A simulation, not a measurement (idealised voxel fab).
Proc. module: voxel capacitor over wiring
Square cells of 5 nm make up the cross-section cut, whose width is 270 nm.
Cross-section spec: square-cell grid; bands listed top down; each band is one or more rows. Per band: top height and bottom height in nm, followed by the left-to-right materials and their widths in nm; "throughout" marks a single material spanning edge to edge, "empty" marks empty space. Height 0 is the level under which the wafer as received is all one material. The lowest band goes on downwards, as in "0 nm and below". The two numbers in a width such as "30..40" mark its ends across the band: the first belongs to the top row of cells, the second to the bottom row, and from each row to the next the width moves by the same amount. The designation "no change occurred", where it is given for a processing step, indicates that no cell of the cross-section was altered in the course of that step. In the "Sealed void inventory" entry, you get each enclosed empty space of 8 cells or more, one with no open way to the top, written width x height at distance, distance from the left edge, in nm. Where a step's line continues beyond its settings, the continuation is a remark by the simulator itself on that step. The optional step-line setting "overlay nm" applies to steps with a mask and quantifies how far to the right of its planned location the mask lay, a negative value indicating leftward placement. Quick note on how to read the rest: it's all pairs. You get the cross-section before a process step and the one after, but the after one only goes down as far as the lowest band that changed. The step in between, with its settings, sits under the pair. Heads up, the pairs can come from different runs of this module on the same starting wafer, so don't assume a pair picks up from the one above unless its "Structure before processing" entry says it does.
Structure before processing
    0 nm and below | Si throughout
    Sealed void inventory: none
Step Outcome
    10 nm to 0 nm | SiO2 throughout
    Below 0 it's all the same as before, nothing changed down there.
    Sealed void inventory: none
The structure shown above changes from one cross-section to the other through op CONFORMAL_DEP | material SiO2 | thk nm 10
Structure before processing: identical to the post-step cross-section of the immediately preceding pair.
Step Outcome
    15 nm to 10 nm | TiN throughout
    Below 10 it's all the same as before, nothing changed down there.
    Sealed void inventory: none
The structure shown above changes from one cross-section to the other through op DIRECTIONAL_DEP | material TiN | thk nm 5
Structure before processing: identical to the post-step cross-section of the immediately preceding pair.
Step Outcome
    30 nm to 15 nm | W throughout
    Below 15 it's all the same as before, nothing changed down there.
    Sealed void inventory: none
The structure shown above changes from one cross-section to the other through op DIRECTIONAL_DEP | material W | thk nm 15
Structure before processing: identical to the post-step cross-section of the immediately preceding pair.
Step Outcome
    30 nm to 15 nm | empty 75 nm  W 25 nm  empty 70 nm  W 25 nm  empty 75 nm
    Below 15 it's all the same as before, nothing changed down there.
    Sealed void inventory: none
The structure shown above changes from one cross-section to the other through op MASKED_ETCH | tone cover | mask id METAL_1 | width nm 25 | pitch nm 95 | etch materials W | depth nm 15 | overlay nm 0
Structure before processing: identical to the post-step cross-section of the immediately preceding pair.
Step Outcome
    30 nm to 15 nm | empty 75 nm  W 25 nm  empty 70 nm  W 25 nm  empty 75 nm
    15 nm to 10 nm | empty 75 nm  TiN 25 nm  empty 70 nm  TiN 25 nm  empty 75 nm
    Below 10 it's all the same as before, nothing changed down there.
    Sealed void inventory: none
The structure shown above changes from one cross-section to the other through op MASKED_ETCH | tone cover | mask id METAL_1 | width nm 25 | pitch nm 95 | etch materials TiN | depth nm 5 | overlay nm 0
Structure before processing: identical to the post-step cross-section of the immediately preceding pair.
Step Outcome
    35 nm to 30 nm | empty 70 nm  SiCN 35 nm  empty 60 nm  SiCN 35 nm  empty 70 nm
    30 nm to 15 nm | empty 70 nm  SiCN 5 nm  W 25 nm  SiCN 5 nm  empty 60 nm  SiCN 5 nm  W 25 nm  SiCN 5 nm  empty 70 nm
    15 nm to 10 nm | SiCN 75 nm  TiN 25 nm  SiCN 70 nm  TiN 25 nm  SiCN 75 nm
    Below 10 it's all the same as before, nothing changed down there.
    Sealed void inventory: none
The structure shown above changes from one cross-section to the other through op CONFORMAL_DEP | material SiCN | thk nm 5
Structure before processing: identical to the post-step cross-section of the immediately preceding pair.
Step Outcome
    45 nm to 35 nm | lowk throughout
    35 nm to 30 nm | lowk 70 nm  SiCN 35 nm  lowk 60 nm  SiCN 35 nm  lowk 70 nm
    30 nm to 15 nm | lowk 70 nm  SiCN 5 nm  W 25 nm  SiCN 5 nm  lowk 60 nm  SiCN 5 nm  W 25 nm  SiCN 5 nm  lowk 70 nm
    Below 15 it's all the same as before, nothing changed down there.
    Sealed void inventory: none
The structure shown above changes from one cross-section to the other through op FILL_DEP | material lowk | thk nm 10
Structure before processing: identical to the post-step cross-section of the immediately preceding pair.
Step Outcome
    30 nm to 15 nm | lowk 70 nm  SiCN 5 nm  W 25 nm  SiCN 5 nm  lowk 60 nm  SiCN 5 nm  W 25 nm  SiCN 5 nm  lowk 70 nm
    Below 15 it's all the same as before, nothing changed down there.
    Sealed void inventory: none
The structure shown above changes from one cross-section to the other through op CMP | height nm 30
Structure before processing: identical to the post-step cross-section of the immediately preceding pair.
Step Outcome
    35 nm to 30 nm | SiCN throughout
    Below 30 it's all the same as before, nothing changed down there.
    Sealed void inventory: none
The structure shown above changes from one cross-section to the other through op CONFORMAL_DEP | material SiCN | thk nm 5
Structure before processing: identical to the post-step cross-section of the immediately preceding pair.
Step Outcome
    45 nm to 35 nm | SiO2 throughout
    Below 35 it's all the same as before, nothing changed down there.
    Sealed void inventory: none
The structure shown above changes from one cross-section to the other through op DIRECTIONAL_DEP | material SiO2 | thk nm 10
Structure before processing: identical to the post-step cross-section of the immediately preceding pair.
Step Outcome
    60 nm to 45 nm | aC throughout
    Below 45 it's all the same as before, nothing changed down there.
    Sealed void inventory: none
The structure shown above changes from one cross-section to the other through op DIRECTIONAL_DEP | material aC | thk nm 15
Structure before processing: identical to the post-step cross-section of the immediately preceding pair.
Step Outcome
    90 nm to 60 nm | resist 85 nm  empty 15 nm  resist 170 nm
    Below 60 it's all the same as before, nothing changed down there.
    Sealed void inventory: none
The structure shown above changes from one cross-section to the other through op PATTERN | tone open | mask id PLUG_1 | material resist | width nm 15 | thk nm 30 | overlay nm 0
Structure before processing: identical to the post-step cross-section of the immediately preceding pair.
Step Outcome
    75 nm to 60 nm | resist 85 nm  empty 15 nm  resist 170 nm
    60 nm to 45 nm | aC 85 nm  empty 15 nm  aC 170 nm
    Below 45 it's all the same as before, nothing changed down there.
    Sealed void inventory: none
The structure shown above changes from one cross-section to the other through op DIRECTIONAL_ETCH | etch materials aC | depth nm 15
Structure before processing: identical to the post-step cross-section of the immediately preceding pair.
Step Outcome
    60 nm to 45 nm | aC 85 nm  empty 15 nm  aC 170 nm
    Below 45 it's all the same as before, nothing changed down there.
    Sealed void inventory: none
The structure shown above changes from one cross-section to the other through op STRIP | etch materials resist
Structure before processing: identical to the post-step cross-section of the immediately preceding pair.
Step Outcome
    60 nm to 45 nm | aC 85 nm  empty 15 nm  aC 170 nm
    45 nm to 35 nm | SiO2 85 nm  empty 15 nm  SiO2 170 nm
    Below 35 it's all the same as before, nothing changed down there.
    Sealed void inventory: none
The structure shown above changes from one cross-section to the other through op DIRECTIONAL_ETCH | etch materials SiO2 | depth nm 10
Structure before processing: identical to the post-step cross-section of the immediately preceding pair.
Step Outcome
    60 nm to 45 nm | aC 85 nm  empty 15 nm  aC 170 nm
    45 nm to 35 nm | SiO2 85 nm  empty 15 nm  SiO2 170 nm
    35 nm to 30 nm | SiCN 85 nm  empty 15 nm  SiCN 170 nm
    Below 30 it's all the same as before, nothing changed down there.
    Sealed void inventory: none
The structure shown above changes from one cross-section to the other through op DIRECTIONAL_ETCH | etch materials SiCN | depth nm 5
Structure before processing: identical to the post-step cross-section of the immediately preceding pair.
Step Outcome
    45 nm to 35 nm | SiO2 85 nm  empty 15 nm  SiO2 170 nm
    Below 35 it's all the same as before, nothing changed down there.
    Sealed void inventory: none
The structure shown above changes from one cross-section to the other through op STRIP | etch materials aC
Structure before processing: identical to the post-step cross-section of the immediately preceding pair.
Step Outcome
    45 nm to 40 nm | SiO2 85 nm  empty 15 nm  SiO2 170 nm
    40 nm to 35 nm | SiO2 85 nm  Ru 15 nm  SiO2 170 nm
    35 nm to 30 nm | SiCN 85 nm  Ru 15 nm  SiCN 170 nm
    Below 30 it's all the same as before, nothing changed down there.
    Sealed void inventory: none
The structure shown above changes from one cross-section to the other through op EPI | material Ru | thk nm 10
Structure before processing: identical to the post-step cross-section of the immediately preceding pair.
Step Outcome
    45 nm to 35 nm | SiO2 85 nm  Ru 15 nm  SiO2 170 nm
    Below 35 it's all the same as before, nothing changed down there.
    Sealed void inventory: none
The structure shown above changes from one cross-section to the other through op EPI | material Ru | thk nm 5
Structure before processing: identical to the post-step cross-section of the immediately preceding pair.
Step Outcome
    55 nm to 45 nm | TiN throughout
    Below 45 it's all the same as before, nothing changed down there.
    Sealed void inventory: none
The structure shown above changes from one cross-section to the other through op DIRECTIONAL_DEP | material TiN | thk nm 10
Structure before processing: identical to the post-step cross-section of the immediately preceding pair.
Step Outcome
    60 nm to 55 nm | HfO2 throughout
    Below 55 it's all the same as before, nothing changed down there.
    Sealed void inventory: none
The structure shown above changes from one cross-section to the other through op DIRECTIONAL_DEP | material HfO2 | thk nm 5
Structure before processing: identical to the post-step cross-section of the immediately preceding pair.
Step Outcome
    65 nm to 60 nm | TiN throughout
    Below 60 it's all the same as before, nothing changed down there.
    Sealed void inventory: none
The structure shown above changes from one cross-section to the other through op DIRECTIONAL_DEP | material TiN | thk nm 5
Structure before processing: identical to the post-step cross-section of the immediately preceding pair.
Step Outcome
    65 nm to 60 nm | empty 85 nm  TiN 75 nm  empty 110 nm
    Below 60 it's all the same as before, nothing changed down there.
    Sealed void inventory: none
The structure shown above changes from one cross-section to the other through op MASKED_ETCH | tone cover | mask id UPPER_PLATE | width nm 75 | etch materials TiN | depth nm 5 | overlay nm 0
Structure before processing: identical to the post-step cross-section of the immediately preceding pair.
Step Outcome
    65 nm to 60 nm | empty 85 nm  TiN 75 nm  empty 110 nm
    60 nm to 55 nm | empty 85 nm  HfO2 75 nm  empty 110 nm
    Below 55 it's all the same as before, nothing changed down there.
    Sealed void inventory: none
The structure shown above changes from one cross-section to the other through op MASKED_ETCH | tone cover | mask id UPPER_PLATE | width nm 75 | etch materials HfO2 | depth nm 5 | overlay nm 0
Structure before processing: identical to the post-step cross-section of the immediately preceding pair.
Step Outcome
    75 nm to 65 nm | empty 85 nm  aC 75 nm  empty 110 nm
    65 nm to 60 nm | aC 85 nm  TiN 75 nm  aC 110 nm
    60 nm to 55 nm | aC 85 nm  HfO2 75 nm  aC 110 nm
    Below 55 it's all the same as before, nothing changed down there.
    Sealed void inventory: none
The structure shown above changes from one cross-section to the other through op DIRECTIONAL_DEP | material aC | thk nm 10
Structure before processing: identical to the post-step cross-section of the immediately preceding pair.
Step Outcome
    100 nm to 75 nm | empty 80 nm  resist 85 nm  empty 105 nm
    75 nm to 65 nm | empty 80 nm  resist 5 nm  aC 75 nm  resist 5 nm  empty 105 nm
    Below 65 it's all the same as before, nothing changed down there.
    Sealed void inventory: none
The structure shown above changes from one cross-section to the other through op PATTERN | tone cover | mask id LOWER_PLATE | material resist | width nm 85 | thk nm 25 | overlay nm 0
Structure before processing: identical to the post-step cross-section of the immediately preceding pair.
Step Outcome
    90 nm to 75 nm | empty 80 nm  resist 85 nm  empty 105 nm
    75 nm to 65 nm | empty 80 nm  resist 5 nm  aC 75 nm  resist 5 nm  empty 105 nm
    65 nm to 60 nm | empty 80 nm  aC 5 nm  TiN 75 nm  aC 5 nm  empty 105 nm
    60 nm to 55 nm | empty 80 nm  aC 5 nm  HfO2 75 nm  aC 5 nm  empty 105 nm
    Below 55 it's all the same as before, nothing changed down there.
    Sealed void inventory: none
The structure shown above changes from one cross-section to the other through op DIRECTIONAL_ETCH | etch materials aC | depth nm 10
Structure before processing: identical to the post-step cross-section of the immediately preceding pair.
Step Outcome
    75 nm to 65 nm | empty 85 nm  aC 75 nm  empty 110 nm
    Below 65 it's all the same as before, nothing changed down there.
    Sealed void inventory: none
The structure shown above changes from one cross-section to the other through op STRIP | etch materials resist
Structure before processing: identical to the post-step cross-section of the immediately preceding pair.
Step Outcome
    75 nm to 65 nm | empty 85 nm  aC 75 nm  empty 110 nm
    65 nm to 60 nm | empty 80 nm  aC 5 nm  TiN 75 nm  aC 5 nm  empty 105 nm
    60 nm to 55 nm | empty 80 nm  aC 5 nm  HfO2 75 nm  aC 5 nm  empty 105 nm
    55 nm to 45 nm | empty 80 nm  TiN 85 nm  empty 105 nm
    Below 45 it's all the same as before, nothing changed down there.
    Sealed void inventory: none
The structure shown above changes from one cross-section to the other through op DIRECTIONAL_ETCH | etch materials TiN | depth nm 10
Structure before processing: identical to the post-step cross-section of the immediately preceding pair.
Step Outcome
    65 nm to 60 nm | empty 85 nm  TiN 75 nm  empty 110 nm
    60 nm to 55 nm | empty 85 nm  HfO2 75 nm  empty 110 nm
    Below 55 it's all the same as before, nothing changed down there.
    Sealed void inventory: none
The structure shown above changes from one cross-section to the other through op STRIP | etch materials aC
Structure before processing: identical to the post-step cross-section of the immediately preceding pair.
Step Outcome
    85 nm to 65 nm | SiO2 throughout
    65 nm to 60 nm | SiO2 85 nm  TiN 75 nm  SiO2 110 nm
    60 nm to 55 nm | SiO2 85 nm  HfO2 75 nm  SiO2 110 nm
    55 nm to 45 nm | SiO2 80 nm  TiN 85 nm  SiO2 105 nm
    Below 45 it's all the same as before, nothing changed down there.
    Sealed void inventory: none
The structure shown above changes from one cross-section to the other through op FILL_DEP | material SiO2 | thk nm 20
Structure before processing: identical to the post-step cross-section of the immediately preceding pair.
Step Outcome
    80 nm to 65 nm | SiO2 throughout
    Below 65 it's all the same as before, nothing changed down there.
    Sealed void inventory: none
The structure shown above changes from one cross-section to the other through op CMP | height nm 80
Structure before processing: identical to the post-step cross-section of the immediately preceding pair.
Step Outcome
    100 nm to 80 nm | resist 95 nm  empty 15 nm  resist 160 nm
    Below 80 it's all the same as before, nothing changed down there.
    Sealed void inventory: none
The structure shown above changes from one cross-section to the other through op PATTERN | tone open | mask id PLUG_2 | material resist | width nm 15 | thk nm 20 | overlay nm 0
Structure before processing: identical to the post-step cross-section of the immediately preceding pair.
Step Outcome
    100 nm to 80 nm | resist 95 nm  empty 15 nm  resist 160 nm
    80 nm to 65 nm | SiO2 95 nm  empty 15 nm  SiO2 160 nm
    Below 65 it's all the same as before, nothing changed down there.
    Sealed void inventory: none
The structure shown above changes from one cross-section to the other through op DIRECTIONAL_ETCH | etch materials SiO2 | depth nm 15
Structure before processing: identical to the post-step cross-section of the immediately preceding pair.
Step Outcome
    80 nm to 65 nm | SiO2 95 nm  empty 15 nm  SiO2 160 nm
    Below 65 it's all the same as before, nothing changed down there.
    Sealed void inventory: none
The structure shown above changes from one cross-section to the other through op STRIP | etch materials resist
Structure before processing: identical to the post-step cross-section of the immediately preceding pair.
Step Outcome
    85 nm to 80 nm | TiN 100 nm  empty 5 nm  TiN 165 nm
    80 nm to 70 nm | SiO2 95 nm  TiN 5 nm  empty 5 nm  TiN 5 nm  SiO2 160 nm
    70 nm to 60 nm | SiO2 95..85 nm  TiN 15..75 nm  SiO2 160..110 nm
    Below 60 it's all the same as before, nothing changed down there.
    Sealed void inventory: none
The structure shown above changes from one cross-section to the other through op CONFORMAL_DEP | material TiN | thk nm 5
Structure before processing: identical to the post-step cross-section of the immediately preceding pair.
Step Outcome
    95 nm to 85 nm | W throughout
    85 nm to 80 nm | TiN 100 nm  W 5 nm  TiN 165 nm
    80 nm to 70 nm | SiO2 95 nm  TiN 5 nm  W 5 nm  TiN 5 nm  SiO2 160 nm
    Below 70 it's all the same as before, nothing changed down there.
    Sealed void inventory: none
The structure shown above changes from one cross-section to the other through op FILL_DEP | material W | thk nm 10
Structure before processing: identical to the post-step cross-section of the immediately preceding pair.
Step Outcome
    80 nm to 70 nm | SiO2 95 nm  TiN 5 nm  W 5 nm  TiN 5 nm  SiO2 160 nm
    Below 70 it's all the same as before, nothing changed down there.
    Sealed void inventory: none
The structure shown above changes from one cross-section to the other through op CMP | height nm 80
Structure before processing: identical to the post-step cross-section of the immediately preceding pair.
Step Outcome
    85 nm to 80 nm | SiN throughout
    Below 80 it's all the same as before, nothing changed down there.
    Sealed void inventory: none
The structure shown above changes from one cross-section to the other through op CONFORMAL_DEP | material SiN | thk nm 5
Structure before processing
    55 nm to 45 nm | TiN throughout
    45 nm to 35 nm | SiO2 85 nm  Ru 15 nm  SiO2 170 nm
    35 nm to 30 nm | SiCN 85 nm  Ru 15 nm  SiCN 170 nm
    30 nm to 15 nm | lowk 70 nm  SiCN 5 nm  W 25 nm  SiCN 5 nm  lowk 60 nm  SiCN 5 nm  W 25 nm  SiCN 5 nm  lowk 70 nm
    15 nm to 10 nm | SiCN 75 nm  TiN 25 nm  SiCN 70 nm  TiN 25 nm  SiCN 75 nm
    10 nm to 0 nm | SiO2 throughout
    0 nm and below | Si throughout
    Sealed void inventory: none
Step Outcome
    60 nm to 45 nm | TiN throughout
    Below 45 it's all the same as before, nothing changed down there.
    Sealed void inventory: none
The structure shown above changes from one cross-section to the other through op DIRECTIONAL_DEP | material TiN | thk nm 5
Structure before processing: identical to the post-step cross-section of the immediately preceding pair.
Step Outcome
    60 nm to 55 nm | empty 85 nm  TiN 75 nm  empty 110 nm
    Below 55 it's all the same as before, nothing changed down there.
    Sealed void inventory: none
The structure shown above changes from one cross-section to the other through op MASKED_ETCH | tone cover | mask id UPPER_PLATE | width nm 75 | etch materials TiN | depth nm 5 | overlay nm 0
Structure before processing: identical to the post-step cross-section of the immediately preceding pair.
Step Outcome
    70 nm to 65 nm | empty 85 nm  aC 75 nm  empty 110 nm
    65 nm to 60 nm | aC throughout
    60 nm to 55 nm | aC 85 nm  TiN 75 nm  aC 110 nm
    Below 55 it's all the same as before, nothing changed down there.
    Sealed void inventory: none
The structure shown above changes from one cross-section to the other through op DIRECTIONAL_DEP | material aC | thk nm 10
Structure before processing: identical to the post-step cross-section of the immediately preceding pair.
Step Outcome
    95 nm to 70 nm | empty 80 nm  resist 85 nm  empty 105 nm
    70 nm to 65 nm | empty 80 nm  resist 5 nm  aC 75 nm  resist 5 nm  empty 105 nm
    Below 65 it's all the same as before, nothing changed down there.
    Sealed void inventory: none
The structure shown above changes from one cross-section to the other through op PATTERN | tone cover | mask id LOWER_PLATE | material resist | width nm 85 | thk nm 25 | overlay nm 0
Structure before processing: identical to the post-step cross-section of the immediately preceding pair.
Step Outcome
    85 nm to 70 nm | empty 80 nm  resist 85 nm  empty 105 nm
    70 nm to 65 nm | empty 80 nm  resist 5 nm  aC 75 nm  resist 5 nm  empty 105 nm
    65 nm to 60 nm | empty 80 nm  aC 85 nm  empty 105 nm
    60 nm to 55 nm | empty 80 nm  aC 5 nm  TiN 75 nm  aC 5 nm  empty 105 nm
    Below 55 it's all the same as before, nothing changed down there.
    Sealed void inventory: none
The structure shown above changes from one cross-section to the other through op DIRECTIONAL_ETCH | etch materials aC | depth nm 10
Structure before processing: identical to the post-step cross-section of the immediately preceding pair.
Step Outcome
    70 nm to 60 nm | empty 85..80 nm  aC 75..85 nm  empty 110..105 nm
    Below 60 it's all the same as before, nothing changed down there.
    Sealed void inventory: none
The structure shown above changes from one cross-section to the other through op STRIP | etch materials resist
Structure before processing: identical to the post-step cross-section of the immediately preceding pair.
Step Outcome
    70 nm to 60 nm | empty 85..80 nm  aC 75..85 nm  empty 110..105 nm
    60 nm to 55 nm | empty 80 nm  aC 5 nm  TiN 75 nm  aC 5 nm  empty 105 nm
    55 nm to 45 nm | empty 80 nm  TiN 85 nm  empty 105 nm
    Below 45 it's all the same as before, nothing changed down there.
    Sealed void inventory: none
The structure shown above changes from one cross-section to the other through op DIRECTIONAL_ETCH | etch materials TiN | depth nm 10
Structure before processing: identical to the post-step cross-section of the immediately preceding pair.
Step Outcome
    60 nm to 55 nm | empty 85 nm  TiN 75 nm  empty 110 nm
    Below 55 it's all the same as before, nothing changed down there.
    Sealed void inventory: none
The structure shown above changes from one cross-section to the other through op STRIP | etch materials aC
Structure before processing: identical to the post-step cross-section of the immediately preceding pair.
Step Outcome
    80 nm to 60 nm | SiO2 throughout
    60 nm to 55 nm | SiO2 85 nm  TiN 75 nm  SiO2 110 nm
    55 nm to 45 nm | SiO2 80 nm  TiN 85 nm  SiO2 105 nm
    Below 45 it's all the same as before, nothing changed down there.
    Sealed void inventory: none
The structure shown above changes from one cross-section to the other through op FILL_DEP | material SiO2 | thk nm 20
Structure before processing: identical to the post-step cross-section of the immediately preceding pair.
Step Outcome
    100 nm to 80 nm | resist 95 nm  empty 15 nm  resist 160 nm
    Below 80 it's all the same as before, nothing changed down there.
    Sealed void inventory: none
The structure shown above changes from one cross-section to the other through op PATTERN | tone open | mask id PLUG_2 | material resist | width nm 15 | thk nm 20 | overlay nm 0
Structure before processing: identical to the post-step cross-section of the immediately preceding pair.
Step Outcome
    100 nm to 80 nm | resist 95 nm  empty 15 nm  resist 160 nm
    80 nm to 65 nm | SiO2 95 nm  empty 15 nm  SiO2 160 nm
    Below 65 it's all the same as before, nothing changed down there.
    Sealed void inventory: none
The structure shown above changes from one cross-section to the other through op DIRECTIONAL_ETCH | etch materials SiO2 | depth nm 15
Structure before processing: identical to the post-step cross-section of the immediately preceding pair.
Step Outcome
    80 nm to 65 nm | SiO2 95 nm  empty 15 nm  SiO2 160 nm
    Below 65 it's all the same as before, nothing changed down there.
    Sealed void inventory: none
The structure shown above changes from one cross-section to the other through op STRIP | etch materials resist
Structure before processing: identical to the post-step cross-section of the immediately preceding pair.
Step Outcome
    85 nm to 80 nm | TiN 100 nm  empty 5 nm  TiN 165 nm
    80 nm to 70 nm | SiO2 95 nm  TiN 5 nm  empty 5 nm  TiN 5 nm  SiO2 160 nm
    70 nm to 65 nm | SiO2 95 nm  TiN 15 nm  SiO2 160 nm
    Below 65 it's all the same as before, nothing changed down there.
    Sealed void inventory: none
The structure shown above changes from one cross-section to the other through op CONFORMAL_DEP | material TiN | thk nm 5
Structure before processing: identical to the post-step cross-section of the immediately preceding pair.
Step Outcome
    95 nm to 85 nm | W throughout
    85 nm to 80 nm | TiN 100 nm  W 5 nm  TiN 165 nm
    80 nm to 70 nm | SiO2 95 nm  TiN 5 nm  W 5 nm  TiN 5 nm  SiO2 160 nm
    Below 70 it's all the same as before, nothing changed down there.
    Sealed void inventory: none
The structure shown above changes from one cross-section to the other through op FILL_DEP | material W | thk nm 10
Structure before processing: identical to the post-step cross-section of the immediately preceding pair.
Step Outcome
    80 nm to 70 nm | SiO2 95 nm  TiN 5 nm  W 5 nm  TiN 5 nm  SiO2 160 nm
    Below 70 it's all the same as before, nothing changed down there.
    Sealed void inventory: none
The structure shown above changes from one cross-section to the other through op CMP | height nm 80
Structure before processing: identical to the post-step cross-section of the immediately preceding pair.
Step Outcome
    85 nm to 80 nm | SiN throughout
    Below 80 it's all the same as before, nothing changed down there.
    Sealed void inventory: none
The structure shown above changes from one cross-section to the other through op CONFORMAL_DEP | material SiN | thk nm 5
Structure before processing
    45 nm to 40 nm | SiO2 85 nm  empty 15 nm  SiO2 170 nm
    40 nm to 35 nm | SiO2 85 nm  Ru 15 nm  SiO2 170 nm
    35 nm to 30 nm | SiCN 85 nm  Ru 15 nm  SiCN 170 nm
    30 nm to 15 nm | lowk 70 nm  SiCN 5 nm  W 25 nm  SiCN 5 nm  lowk 60 nm  SiCN 5 nm  W 25 nm  SiCN 5 nm  lowk 70 nm
    15 nm to 10 nm | SiCN 75 nm  TiN 25 nm  SiCN 70 nm  TiN 25 nm  SiCN 75 nm
    10 nm to 0 nm | SiO2 throughout
    0 nm and below | Si throughout
    Sealed void inventory: none
Step Outcome
    50 nm to 45 nm | empty 80 nm  Ru 25 nm  empty 165 nm
    45 nm to 35 nm | SiO2 85 nm  Ru 15 nm  SiO2 170 nm
    Below 35 it's all the same as before, nothing changed down there.
    Sealed void inventory: none
The structure shown above changes from one cross-section to the other through op EPI | material Ru | thk nm 10
Structure before processing: identical to the post-step cross-section of the immediately preceding pair.
Step Outcome
    55 nm to 45 nm | empty 75 nm  Ru 35 nm  empty 160 nm
    Below 45 it's all the same as before, nothing changed down there.
    Sealed void inventory: none
The structure shown above changes from one cross-section to the other through op EPI | material Ru | thk nm 5
Structure before processing: identical to the post-step cross-section of the immediately preceding pair.
Step Outcome
    65 nm to 55 nm | empty 75 nm  TiN 35 nm  empty 160 nm
    55 nm to 45 nm | TiN 75 nm  Ru 35 nm  TiN 160 nm
    Below 45 it's all the same as before, nothing changed down there.
    Sealed void inventory: none
The structure shown above changes from one cross-section to the other through op DIRECTIONAL_DEP | material TiN | thk nm 10
Structure before processing: identical to the post-step cross-section of the immediately preceding pair.
Step Outcome
    70 nm to 65 nm | empty 75 nm  HfO2 35 nm  empty 160 nm
    65 nm to 60 nm | empty 75 nm  TiN 35 nm  empty 160 nm
    60 nm to 55 nm | HfO2 75 nm  TiN 35 nm  HfO2 160 nm
    Below 55 it's all the same as before, nothing changed down there.
    Sealed void inventory: none
The structure shown above changes from one cross-section to the other through op DIRECTIONAL_DEP | material HfO2 | thk nm 5
Structure before processing: identical to the post-step cross-section of the immediately preceding pair.
Step Outcome
    75 nm to 70 nm | empty 75 nm  TiN 35 nm  empty 160 nm
    70 nm to 65 nm | empty 75 nm  HfO2 35 nm  empty 160 nm
    65 nm to 60 nm | TiN throughout
    Below 60 it's all the same as before, nothing changed down there.
    Sealed void inventory: none
The structure shown above changes from one cross-section to the other through op DIRECTIONAL_DEP | material TiN | thk nm 5
Structure before processing: identical to the post-step cross-section of the immediately preceding pair.
Step Outcome
    75 nm to 70 nm | empty 85 nm  TiN 25 nm  empty 160 nm
    70 nm to 65 nm | empty 75 nm  HfO2 35 nm  empty 160 nm
    65 nm to 60 nm | empty 75 nm  TiN 85 nm  empty 110 nm
    Below 60 it's all the same as before, nothing changed down there.
    Sealed void inventory: none
The structure shown above changes from one cross-section to the other through op MASKED_ETCH | tone cover | mask id UPPER_PLATE | width nm 75 | etch materials TiN | depth nm 5 | overlay nm 0
Structure before processing: identical to the post-step cross-section of the immediately preceding pair.
Step Outcome
    75 nm to 70 nm | empty 85 nm  TiN 25 nm  empty 160 nm
    70 nm to 65 nm | empty 85 nm  HfO2 25 nm  empty 160 nm
    65 nm to 60 nm | empty 75 nm  TiN 85 nm  empty 110 nm
    60 nm to 55 nm | empty 75 nm  TiN 35 nm  HfO2 50 nm  empty 110 nm
    Below 55 it's all the same as before, nothing changed down there.
    Sealed void inventory: none
The structure shown above changes from one cross-section to the other through op MASKED_ETCH | tone cover | mask id UPPER_PLATE | width nm 75 | etch materials HfO2 | depth nm 5 | overlay nm 0
Structure before processing: identical to the post-step cross-section of the immediately preceding pair.
Step Outcome
    85 nm to 75 nm | empty 85 nm  aC 25 nm  empty 160 nm
    75 nm to 70 nm | empty 75 nm  aC 10 nm  TiN 25 nm  aC 50 nm  empty 110 nm
    70 nm to 65 nm | empty 75 nm  aC 10 nm  HfO2 25 nm  aC 50 nm  empty 110 nm
    65 nm to 60 nm | aC 75 nm  TiN 85 nm  aC 110 nm
    60 nm to 55 nm | aC 75 nm  TiN 35 nm  HfO2 50 nm  aC 110 nm
    Below 55 it's all the same as before, nothing changed down there.
    Sealed void inventory: none
The structure shown above changes from one cross-section to the other through op DIRECTIONAL_DEP | material aC | thk nm 10
Structure before processing: identical to the post-step cross-section of the immediately preceding pair.
Step Outcome
    110 nm to 85 nm | empty 80 nm  resist 85 nm  empty 105 nm
    85 nm to 75 nm | empty 80 nm  resist 5 nm  aC 25 nm  resist 55 nm  empty 105 nm
    75 nm to 70 nm | empty 75 nm  aC 10 nm  TiN 25 nm  aC 50 nm  resist 5 nm  empty 105 nm
    70 nm to 65 nm | empty 75 nm  aC 10 nm  HfO2 25 nm  aC 50 nm  resist 5 nm  empty 105 nm
    Below 65 it's all the same as before, nothing changed down there.
    Sealed void inventory: none
The structure shown above changes from one cross-section to the other through op PATTERN | tone cover | mask id LOWER_PLATE | material resist | width nm 85 | thk nm 25 | overlay nm 0
Structure before processing: identical to the post-step cross-section of the immediately preceding pair.
Step Outcome
    100 nm to 85 nm | empty 80 nm  resist 85 nm  empty 105 nm
    85 nm to 75 nm | empty 80 nm  resist 5 nm  aC 25 nm  resist 55 nm  empty 105 nm
    75 nm to 70 nm | empty 80 nm  aC 5 nm  TiN 25 nm  aC 50 nm  resist 5 nm  empty 105 nm
    70 nm to 65 nm | empty 80 nm  aC 5 nm  HfO2 25 nm  aC 50 nm  resist 5 nm  empty 105 nm
    65 nm to 60 nm | empty 75 nm  TiN 85 nm  aC 5 nm  empty 105 nm
    60 nm to 55 nm | empty 75 nm  TiN 35 nm  HfO2 50 nm  aC 5 nm  empty 105 nm
    Below 55 it's all the same as before, nothing changed down there.
    Sealed void inventory: none
The structure shown above changes from one cross-section to the other through op DIRECTIONAL_ETCH | etch materials aC | depth nm 10
Structure before processing: identical to the post-step cross-section of the immediately preceding pair.
Step Outcome
    85 nm to 75 nm | empty 85 nm  aC 25 nm  empty 160 nm
    75 nm to 70 nm | empty 80 nm  aC 5 nm  TiN 25 nm  aC 50 nm  empty 110 nm
    70 nm to 65 nm | empty 80 nm  aC 5 nm  HfO2 25 nm  aC 50 nm  empty 110 nm
    Below 65 it's all the same as before, nothing changed down there.
    Sealed void inventory: none
The structure shown above changes from one cross-section to the other through op STRIP | etch materials resist
Structure before processing: identical to the post-step cross-section of the immediately preceding pair.
Step Outcome
    85 nm to 75 nm | empty 85 nm  aC 25 nm  empty 160 nm
    75 nm to 70 nm | empty 80 nm  aC 5 nm  TiN 25 nm  aC 50 nm  empty 110 nm
    70 nm to 65 nm | empty 80 nm  aC 5 nm  HfO2 25 nm  aC 50 nm  empty 110 nm
    65 nm to 60 nm | empty 80 nm  TiN 80 nm  aC 5 nm  empty 105 nm
    60 nm to 55 nm | empty 80 nm  TiN 30 nm  HfO2 50 nm  aC 5 nm  empty 105 nm
    55 nm to 45 nm | empty 75 nm  Ru 35 nm  TiN 55 nm  empty 105 nm
    Below 45 it's all the same as before, nothing changed down there.
    Sealed void inventory: none
The structure shown above changes from one cross-section to the other through op DIRECTIONAL_ETCH | etch materials TiN | depth nm 10
Structure before processing: identical to the post-step cross-section of the immediately preceding pair.
Step Outcome
    75 nm to 70 nm | empty 85 nm  TiN 25 nm  empty 160 nm
    70 nm to 65 nm | empty 85 nm  HfO2 25 nm  empty 160 nm
    65 nm to 60 nm | empty 80 nm  TiN 80 nm  empty 110 nm
    60 nm to 55 nm | empty 80 nm  TiN 30 nm  HfO2 50 nm  empty 110 nm
    Below 55 it's all the same as before, nothing changed down there.
    Sealed void inventory: none
The structure shown above changes from one cross-section to the other through op STRIP | etch materials aC
